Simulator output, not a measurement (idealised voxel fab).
process module | voxel transistor to metal
cross-section cut | 275 nm wide | cells 5 nm
A cross-section is a grid of square cells, given in bands from the top down. A band is one or more rows of cells.
Each band's line starts with the height of the band's top and of its bottom, in nm. Then come its materials from left to right, each with its width in nm. One material with "throughout" fills the band from edge to edge. "air" is empty space.
Height 0 is the level under which the wafer as received is all one material. The lowest band goes on downwards, as in "0 down".
A width such as "30 to 40" changes by the same amount from each row of cells to the next, from the band's top row to its bottom row.
"no change" after a step means that no cell of the cross-section changed.
closed voids: empty space of 8 cells or more with no open way to the top, each as width x height at its distance from the left edge, in nm
after a step's settings: what the simulator itself notes on the step
overlay nm, on a step with a mask: how far to the right of its planned place the mask lay; to the left if negative
plan
1 op RECEIVE | material Si
2 op CONFORMAL_DEP | material SiO2 | thk nm 5
3 op CONFORMAL_DEP | material SiN | thk nm 15
4 op MASKED_ETCH | tone cover | mask id ACTIVE | width nm 105 | pitch nm 130 | etch materials SiN | depth nm 15 | overlay nm 0
5 op MASKED_ETCH | tone cover | mask id ACTIVE | width nm 105 | pitch nm 130 | etch materials SiO2 | depth nm 5 | overlay nm 0
6 op MASKED_ETCH | tone cover | mask id ACTIVE | width nm 105 | pitch nm 130 | etch materials Si | depth nm 25 | overlay nm 0
7 op FILL_DEP | material SiO2 | thk nm 5
8 op CMP | height nm 20
9 op SELECTIVE_ETCH | etch materials SiO2 | depth nm 10
10 op STRIP | etch materials SiN
11 op SELECTIVE_ETCH | etch materials SiO2 | depth nm 5
12 op OXIDIZE | depth nm 5
13 op DIRECTIONAL_DEP | material polySi | thk nm 25
14 op DIRECTIONAL_DEP | material SiCN | thk nm 10
15 op PATTERN | tone cover | mask id GATE | material resist | width nm 25 | pitch nm 130 | thk nm 20 | overlay nm 0
16 op DIRECTIONAL_ETCH | etch materials SiCN | depth nm 20
17 op DIRECTIONAL_ETCH | etch materials polySi | depth nm 35
18 op STRIP | etch materials resist
19 op CONFORMAL_DEP | material SiN | thk nm 5
20 op DIRECTIONAL_ETCH | etch materials SiN | depth nm 5
21 op DIRECTIONAL_ETCH | etch materials SiO2 | depth nm 5
22 op DIRECTIONAL_ETCH | etch materials Si | depth nm 5
23 op EPI | material nSi | thk nm 10
24 op FILL_DEP | material SiO2 | thk nm 10
25 op CMP | height nm 25
26 op STRIP | etch materials polySi
27 op SELECTIVE_ETCH | etch materials SiO2 | depth nm 5
28 op CONFORMAL_DEP | material HfO2 | thk nm 5
29 op CONFORMAL_DEP | material TiN | thk nm 5
30 op FILL_DEP | material W | thk nm 5
31 op CMP | height nm 20
32 op DIRECTIONAL_DEP | material SiO2 | thk nm 10
33 op PATTERN | tone open | mask id CONTACT | material resist | width nm 15 | thk nm 15 | overlay nm 0
34 op DIRECTIONAL_ETCH | etch materials SiO2 | depth nm 30
35 op STRIP | etch materials resist
36 op CONFORMAL_DEP | material TiN | thk nm 5
37 op FILL_DEP | material W | thk nm 5
38 op CMP | height nm 30
39 op CONFORMAL_DEP | material SiCN | thk nm 5
40 op DIRECTIONAL_DEP | material SiO2 | thk nm 15
41 op DIRECTIONAL_DEP | material aC | thk nm 15
42 op PATTERN | tone open | mask id METAL_1 | material resist | width nm 15 | thk nm 35 | overlay nm 0
43 op DIRECTIONAL_ETCH | etch materials aC | depth nm 15
44 op STRIP | etch materials resist
45 op DIRECTIONAL_ETCH | etch materials SiO2 | depth nm 15
46 op DIRECTIONAL_ETCH | etch materials SiCN | depth nm 5
47 op STRIP | etch materials aC
48 op CONFORMAL_DEP | material TiN | thk nm 5
49 op FILL_DEP | material W | thk nm 5
50 op CMP | height nm 50
51 op EPI | material Ru | thk nm 5
52 op FILL_DEP | material SiCN | thk nm 5
as received, after step 1
  0 down: Si throughout
  closed voids: none
a wafer at the end: this start, this plan, one mistake
  60 to 55: SiCN throughout
  55 to 50: SiCN 25 | Ru 25 | SiCN 45 | Ru 25 | SiCN 35 | Ru 25 | SiCN 45 | Ru 25 | SiCN 25
  50 to 35: SiO2 30 | TiN 5 | W 5 | TiN 5 | SiO2 55 | TiN 5 | W 5 | TiN 5 | SiO2 45 | TiN 5 | W 5 | TiN 5 | SiO2 55 | TiN 5 | W 5 | TiN 5 | SiO2 30
  35 to 30: SiCN 30 | TiN 15 | SiCN 55 | TiN 15 | SiCN 45 | TiN 15 | SiCN 55 | TiN 15 | SiCN 30
  30 to 20: SiO2 30 | TiN 5 | W 5 | TiN 5 | SiO2 55 | TiN 5 | W 5 | TiN 5 | SiO2 45 | TiN 5 | W 5 | TiN 5 | SiO2 55 | TiN 5 | W 5 | TiN 5 | SiO2 30
  20 to 5: SiO2 30 | TiN 5 | W 5 | TiN 5 | SiO2 10 | SiN 5 | HfO2 5 | TiN 5 | W 5 | TiN 5 | HfO2 5 | SiN 5 | SiO2 10 | TiN 5 | W 5 | TiN 5 | SiO2 45 | TiN 5 | W 5 | TiN 5 | SiO2 10 | SiN 5 | HfO2 5 | TiN 5 | W 5 | TiN 5 | HfO2 5 | SiN 5 | SiO2 10 | TiN 5 | W 5 | TiN 5 | SiO2 30
  5 to 0: SiO2 15 | SiN 5 | SiO2 10 | TiN 15 | nSi 10 | SiN 5 | HfO2 5 | TiN 15 | HfO2 5 | SiN 5 | nSi 10 | TiN 15 | SiO2 10 | SiN 5 | SiO2 15 | SiN 5 | SiO2 10 | TiN 15 | nSi 10 | SiN 5 | HfO2 5 | TiN 15 | HfO2 5 | SiN 5 | nSi 10 | TiN 15 | SiO2 10 | SiN 5 | SiO2 15
  0 to -5: SiO2 20 | nSi 35 | HfO2 35 | nSi 35 | SiO2 25 | nSi 35 | HfO2 35 | nSi 35 | SiO2 20
  -5 to -10: SiO2 20 | nSi 35 | Si 35 | nSi 35 | SiO2 25 | nSi 35 | Si 35 | nSi 35 | SiO2 20
  -10 to -50: SiO2 20 | Si 105 | SiO2 25 | Si 105 | SiO2 20
  -50 down: Si throughout
  closed voids: none
what went wrong: step 6 was run twice
